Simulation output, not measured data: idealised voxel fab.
process module | voxel lift off
cross-section cut | 225 nm wide | cells 5 nm
A cross-section is a grid of square cells, given in bands from the top down. A band is one or more rows of cells.
Each band's line starts with the height of the band's top and of its bottom, in nm. Then come its materials from left to right, each with its width in nm. One material with "throughout" fills the band from edge to edge. "air" is empty space.
Height 0 is the level under which the wafer as received is all one material. The lowest band goes on downwards, as in "0 down".
A width such as "30 to 40" changes by the same amount from each row of cells to the next, from the band's top row to its bottom row.
"no change" after a step means that no cell of the cross-section changed.
closed voids: empty space of 8 cells or more with no open way to the top, each as width x height at its distance from the left edge, in nm
after a step's settings: what the simulator itself notes on the step
overlay nm, on a step with a mask: how far to the right of its planned place the mask lay; to the left if negative
plan
1 op RECEIVE | material Si
2 op CONFORMAL_DEP | material SiO2 | thk nm 10
3 op PATTERN | tone open | mask id LINES | material resist | width nm 20 | pitch nm 50 | thk nm 20 | overlay nm 0
4 op DIRECTIONAL_DEP | material Ru | thk nm 5
5 op STRIP | etch materials resist
6 op CONFORMAL_DEP | material SiO2 | thk nm 5
first wafer, as planned
as received, after step 1
  0 down: Si throughout
  closed voids: none
after step 2
  10 to 0: SiO2 throughout
  below 0: unchanged
after step 3
  30 to 10: resist 75 | air 20 | resist 30 | air 20 | resist 80
  below 10: unchanged
after step 4
  35 to 30: Ru 75 | air 20 | Ru 30 | air 20 | Ru 80
  30 to 15: resist 75 | air 20 | resist 30 | air 20 | resist 80
  15 to 10: resist 75 | Ru 20 | resist 30 | Ru 20 | resist 80
  below 10: unchanged
after step 5
  15 to 10: air 75 | Ru 20 | air 30 | Ru 20 | air 80
  below 10: unchanged
after step 6
  20 to 15: air 70 | SiO2 30 | air 20 | SiO2 30 | air 75
  15 to 10: SiO2 75 | Ru 20 | SiO2 30 | Ru 20 | SiO2 80
  below 10: unchanged
second wafer: like start, like plan, one mistake. Through step 4 it matches the first wafer
when step 5 should have ended
  15 to 10: air 75 | Ru 20 | air 30 | Ru 20 | air 80
  below 10: unchanged
when step 6 should have ended
  20 to 15: air 70 | SiO2 30 | air 20 | SiO2 30 | air 75
  15 to 10: SiO2 75 | Ru 20 | SiO2 30 | Ru 20 | SiO2 80
  below 10: unchanged
what went wrong: step 5 was run twice
at the end the two cross-sections are the same: no effect in what this model computes
